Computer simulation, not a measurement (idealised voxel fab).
Process module in this document: voxel transistor to metal
Square cell edge 5 nm, section width 200 nm, ID cut.
Bands, listed from the top down, are how a cross-section gets written in this document; the cross-section itself is a grid of square cells, and a band is one or more rows of them.
Within each band entry, the heights of the top and of the bottom of the band appear first, in that order and in nm; the materials of the band then follow from left to right, each with its corresponding width in nm. The designation "edge to edge" on a single material indicates that it fills the band from edge to edge; the designation "blank" indicates empty space.
Measure heights from 0. That's the level where, below it, the as-received wafer is all one material. The lowest band is bottomless and extends downward; write it as in "0 down".
Quick explanation for "30..40": the width changes in equal steps down the rows of cells, from the first number in the band's top row to the second number in its bottom row.
A step reported as "everything unchanged" is a step in which no cell of the cross-section changed.
Basically, "Non-vented voids" tells you about the enclosed voids: empty spaces with no open way to the top, 8 cells or bigger, each written width x height at distance, where distance is from the left edge, all in nm.
Past the settings on a step's line: simulator remark, on that step.
"overlay nm" denotes, for a step that has a mask, the displacement of the mask to the right of its planned place, with negative values corresponding to the left.
[Process steps - plan]
1,RECEIVE: material Si
2,CONFORMAL_DEP: material SiO2, thk nm 5
3,CONFORMAL_DEP: material SiN, thk nm 15
4,MASKED_ETCH: tone cover, mask id ACTIVE, width nm 115, etch materials SiN, depth nm 15, overlay nm 0
5,MASKED_ETCH: tone cover, mask id ACTIVE, width nm 115, etch materials SiO2, depth nm 5, overlay nm 0
6,MASKED_ETCH: tone cover, mask id ACTIVE, width nm 115, etch materials Si, depth nm 20, overlay nm 0
7,FILL_DEP: material SiO2, thk nm 15
8,CMP: height nm 20
9,SELECTIVE_ETCH: etch materials SiO2, depth nm 10
10,STRIP: etch materials SiN
11,SELECTIVE_ETCH: etch materials SiO2, depth nm 5
12,OXIDIZE: depth nm 5
13,DIRECTIONAL_DEP: material polySi, thk nm 25
14,DIRECTIONAL_DEP: material SiCN, thk nm 10
15,MASKED_ETCH: tone cover, mask id GATE, width nm 25, etch materials SiCN, depth nm 20, overlay nm 0
16,MASKED_ETCH: tone cover, mask id GATE, width nm 25, etch materials polySi, depth nm 35, overlay nm -10
17,CONFORMAL_DEP: material SiN, thk nm 10
18,DIRECTIONAL_ETCH: etch materials SiN, depth nm 10
19,DIRECTIONAL_ETCH: etch materials SiO2, depth nm 5
20,EPI: material SiGe, thk nm 5
21,FILL_DEP: material SiO2, thk nm 5
22,CMP: height nm 35
23,DIRECTIONAL_DEP: material SiO2, thk nm 10
24,PATTERN: tone open, mask id CONTACT, material resist, width nm 20, pitch nm 85, thk nm 15, overlay nm 0
25,DIRECTIONAL_ETCH: etch materials SiO2, depth nm 45
26,STRIP: etch materials resist
27,CONFORMAL_DEP: material TiN, thk nm 5
28,FILL_DEP: material W, thk nm 10
29,CMP: height nm 45
30,DIRECTIONAL_DEP: material TiN, thk nm 5
31,DIRECTIONAL_DEP: material Ru, thk nm 20
32,DIRECTIONAL_DEP: material aC, thk nm 10
33,PATTERN: tone cover, mask id METAL_1, material resist, width nm 20, pitch nm 85, thk nm 25, overlay nm 0
34,DIRECTIONAL_ETCH: etch materials aC, depth nm 10
35,STRIP: etch materials resist
36,DIRECTIONAL_ETCH: etch materials Ru, depth nm 20
37,DIRECTIONAL_ETCH: etch materials TiN, depth nm 5
38,STRIP: etch materials aC
39,CONFORMAL_DEP: material SiN, thk nm 5
40,FILL_DEP: material SiO2, thk nm 5
41,CMP: height nm 70
42,CONFORMAL_DEP: material SiCN, thk nm 5
The plan shows the overlay nm of step 16 as the first wafer had it; this setting differs between the wafers, which start out alike.
[First of several wafers, received after step 1, in cross-section]
  0 down  Si edge to edge
  Non-vented voids: none
[Wafer rows, end of module: cells per material gained (+) or lost (-) since receipt; closed voids last]
overlay nm -10 | +32 Ru | -91 Si | +50 SiCN | +10 SiGe | +80 SiN | +404 SiO2 | +48 TiN | +32 W | +35 polySi | Non-vented voids: none
overlay nm -5 | +32 Ru | -91 Si | +50 SiCN | +11 SiGe | +80 SiN | +408 SiO2 | +48 TiN | +32 W | +30 polySi | Non-vented voids: none
overlay nm 0 | +32 Ru | -91 Si | +50 SiCN | +12 SiGe | +80 SiN | +412 SiO2 | +48 TiN | +32 W | +25 polySi | Non-vented voids: none
overlay nm 5 | +32 Ru | -91 Si | +50 SiCN | +11 SiGe | +80 SiN | +408 SiO2 | +48 TiN | +32 W | +30 polySi | Non-vented voids: none
overlay nm 10 | +32 Ru | -91 Si | +50 SiCN | +10 SiGe | +80 SiN | +404 SiO2 | +48 TiN | +32 W | +35 polySi | Non-vented voids: none
